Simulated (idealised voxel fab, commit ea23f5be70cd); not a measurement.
process module | voxel local oxidation
cross-section cut | 235 nm wide | cells 5 nm
A cross-section is a grid of square cells, given in bands from the top down. A band is one or more rows of cells.
Each band's line starts with the height of the band's top and of its bottom, in nm. Then come its materials from left to right, each with its width in nm. One material with "throughout" fills the band from edge to edge. "air" is empty space.
Height 0 is the level under which the wafer as received is all one material. The lowest band goes on downwards, as in "0 down".
A width such as "30 to 40" changes by the same amount from each row of cells to the next, from the band's top row to its bottom row.
"no change" after a step means that no cell of the cross-section changed.
closed voids: empty space of 8 cells or more with no open way to the top, each as width x height at its distance from the left edge, in nm
after a step's settings: what the simulator itself notes on the step
overlay nm, on a step with a mask: how far to the right of its planned place the mask lay; to the left if negative
plan
1 op RECEIVE | material Si
2 op OXIDIZE | depth nm 5
3 op CONFORMAL_DEP | material SiN | thk nm 15
4 op PATTERN | tone cover | mask id ACTIVE | material resist | width nm 130 | thk nm 20 | overlay nm 0
5 op DIRECTIONAL_ETCH | etch materials SiN | depth nm 15
6 op STRIP | etch materials resist
7 op SELECTIVE_ETCH | etch materials SiO2 | depth nm 5
8 op OXIDIZE | depth nm 10
9 op STRIP | etch materials SiN
as received, after step 1
  0 down: Si throughout
  closed voids: none
first wafer at the end, as planned
  0 to -5: air 55 | SiO2 120 | air 60
  -5 to -15: SiO2 65 | Si 100 | SiO2 70
  -15 down: Si throughout
  closed voids: none
second wafer at the end: like start, like plan, one mistake
  10 to -5: SiO2 throughout
  -5 down: Si throughout
  closed voids: none
what went wrong: step 3 ran as: op CONFORMAL_DEP | material SiO2 | thk nm 15
at the end the second wafer has, in cells: 54 more of Si | 63 more of SiO2
